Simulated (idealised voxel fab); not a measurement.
Process module in this document: voxel wiring stack
Pictured: cross-section cut, 220 nm wide, on a grid of 5 nm square cells.
Cross-section layout: square cells on a grid; listed as bands, top to bottom; a band spans one or more cell rows. Per band: top height and bottom height in nm, followed by the left-to-right materials and their widths in nm; "edge to edge" marks a single material spanning edge to edge, "blank" marks empty space. Convention: height 0 is the level below which the wafer, as received, is all one material. The lowest band does not terminate at the bottom but continues downward, represented as "0 and below". Think of "30 to 40" as a width that walks from the first number to the second as you go down the band, top row to bottom row, taking equal-sized steps from row to row. When a step is marked "no alteration", none of the cells in the cross-section changed during that step. The entry titled "Closed void catalog" provides the empty spaces that have no open way to the top, restricted to those of 8 cells or more. Each is presented as width x height at distance, the distance being measured from the left edge, with all three in nm. after a step's settings: what the simulator itself notes on the step. overlay nm: mask right of planned place by this much (step with mask). Neg. = left.
## Set out below are the planned steps of the process
1: RECEIVE: material Si
2: CONFORMAL_DEP: material SiO2, thk nm 10
3: DIRECTIONAL_DEP: material TiN, thk nm 5
4: DIRECTIONAL_DEP: material Ru, thk nm 20
5: DIRECTIONAL_DEP: material aC, thk nm 10
6: PATTERN: tone cover, mask id METAL_1, material resist, width nm 30, pitch nm 45, thk nm 30, overlay nm 0
7: DIRECTIONAL_ETCH: etch materials aC, depth nm 10
8: STRIP: etch materials resist
9: DIRECTIONAL_ETCH: etch materials Ru, depth nm 20
10: DIRECTIONAL_ETCH: etch materials TiN, depth nm 5
11: STRIP: etch materials aC
12: CONFORMAL_DEP: material SiCN, thk nm 5
13: FILL_DEP: material SiO2, thk nm 5
14: CMP: height nm 35
15: CONFORMAL_DEP: material SiCN, thk nm 5
16: DIRECTIONAL_DEP: material lowk, thk nm 30
17: DIRECTIONAL_DEP: material aC, thk nm 10
18: PATTERN: tone open, mask id METAL_2_HOLES, material resist, width nm 15, thk nm 25, overlay nm 0
19: DIRECTIONAL_ETCH: etch materials aC, depth nm 10
20: STRIP: etch materials resist
21: DIRECTIONAL_ETCH: etch materials lowk, depth nm 30
22: STRIP: etch materials aC
23: MASKED_ETCH: tone open, mask id METAL_2, width nm 30, pitch nm 45, etch materials lowk, depth nm 15, overlay nm 0
24: MASKED_ETCH: tone open, mask id METAL_2, width nm 30, pitch nm 45, etch materials SiCN, depth nm 5, overlay nm 0
25: CONFORMAL_DEP: material TiN, thk nm 5
26: FILL_DEP: material Ru, thk nm 10
27: CMP: height nm 70
28: CONFORMAL_DEP: material SiCN, thk nm 5
29: DIRECTIONAL_DEP: material lowk, thk nm 10
30: PATTERN: tone open, mask id PLUG_2, material resist, width nm 15, thk nm 20, overlay nm 0
31: DIRECTIONAL_ETCH: etch materials lowk, depth nm 10
32: DIRECTIONAL_ETCH: etch materials SiCN, depth nm 5
33: STRIP: etch materials resist
34: CONFORMAL_DEP: material TiN, thk nm 5
35: FILL_DEP: material W, thk nm 5
36: CMP: height nm 85
37: CONFORMAL_DEP: material SiCN, thk nm 5
38: DIRECTIONAL_DEP: material SiO2, thk nm 15
39: PATTERN: tone open, mask id METAL_3, material resist, width nm 30, pitch nm 45, thk nm 15, overlay nm 0
40: DIRECTIONAL_ETCH: etch materials SiO2, depth nm 15
41: DIRECTIONAL_ETCH: etch materials SiCN, depth nm 5
42: STRIP: etch materials resist
43: CONFORMAL_DEP: material TiN, thk nm 5
44: FILL_DEP: material Ru, thk nm 5
45: CMP: height nm 105
46: EPI: material Ru, thk nm 5
47: FILL_DEP: material SiCN, thk nm 5
## Incoming wafer in cross-section (state: after step 1)
0 and below: Si edge to edge
Closed void catalog: none
## First wafer of two, sectioned at end of module; run went per plan
115 down to 110: SiCN edge to edge
110 down to 105: 65 SiCN  40 Ru  5 SiCN  40 Ru  70 SiCN
105 down to 90: 70 SiO2  5 TiN  20 Ru  5 TiN  15 SiO2  5 TiN  20 Ru  5 TiN  75 SiO2
90 down to 85: 70 SiCN  30 TiN  15 SiCN  30 TiN  75 SiCN
85 down to 75: 70 lowk  5 TiN  5 W  5 TiN  135 lowk
75 down to 70: 70 SiCN  15 TiN  135 SiCN
70 down to 60: 70 lowk  5 TiN  20 Ru  5 TiN  15 lowk  5 TiN  20 Ru  5 TiN  75 lowk
60 down to 55: 70 lowk  5 TiN  5 Ru  20 TiN  15 lowk  30 TiN  75 lowk
55 down to 40: 70 lowk  5 TiN  5 Ru  5 TiN  135 lowk
40 down to 35: 70 SiCN  15 TiN  135 SiCN
35 down to 15: 65 SiO2  5 SiCN  30 Ru  5 SiCN  5 SiO2  5 SiCN  30 Ru  5 SiCN  70 SiO2
15 down to 10: 70 SiCN  30 TiN  15 SiCN  30 TiN  75 SiCN
10 down to 0: SiO2 edge to edge
0 and below: Si edge to edge
Closed void catalog: none
## Cross-sectional view of the second of two wafers upon completion of the module. This wafer shared its starting condition and process plan with the first; one error was made during its execution
115 down to 110: SiCN edge to edge
110 down to 105: 65 SiCN  40 Ru  5 SiCN  40 Ru  70 SiCN
105 down to 90: 70 SiO2  5 TiN  20 Ru  5 TiN  15 SiO2  5 TiN  20 Ru  5 TiN  75 SiO2
90 down to 85: 70 SiCN  30 TiN  15 SiCN  30 TiN  75 SiCN
85 down to 75: 80 lowk  5 TiN  5 W  5 TiN  125 lowk
75 down to 70: 80 SiCN  15 TiN  125 SiCN
70 down to 60: 70 lowk  5 TiN  20 Ru  5 TiN  15 lowk  5 TiN  20 Ru  5 TiN  75 lowk
60 down to 55: 70 lowk  5 TiN  5 Ru  20 TiN  15 lowk  30 TiN  75 lowk
55 down to 40: 70 lowk  5 TiN  5 Ru  5 TiN  135 lowk
40 down to 35: 70 SiCN  15 TiN  135 SiCN
35 down to 15: 65 SiO2  5 SiCN  30 Ru  5 SiCN  5 SiO2  5 SiCN  30 Ru  5 SiCN  70 SiO2
15 down to 10: 70 SiCN  30 TiN  15 SiCN  30 TiN  75 SiCN
10 down to 0: SiO2 edge to edge
0 and below: Si edge to edge
Closed void catalog: none
Finding, execution versus plan: step 30 off recipe, ran as PATTERN: tone open, mask id PLUG_2, material resist, width nm 15, thk nm 20, overlay nm 10
Matching per-material cell counts, mismatched positions: that is how the second wafer compares with the first at the end.
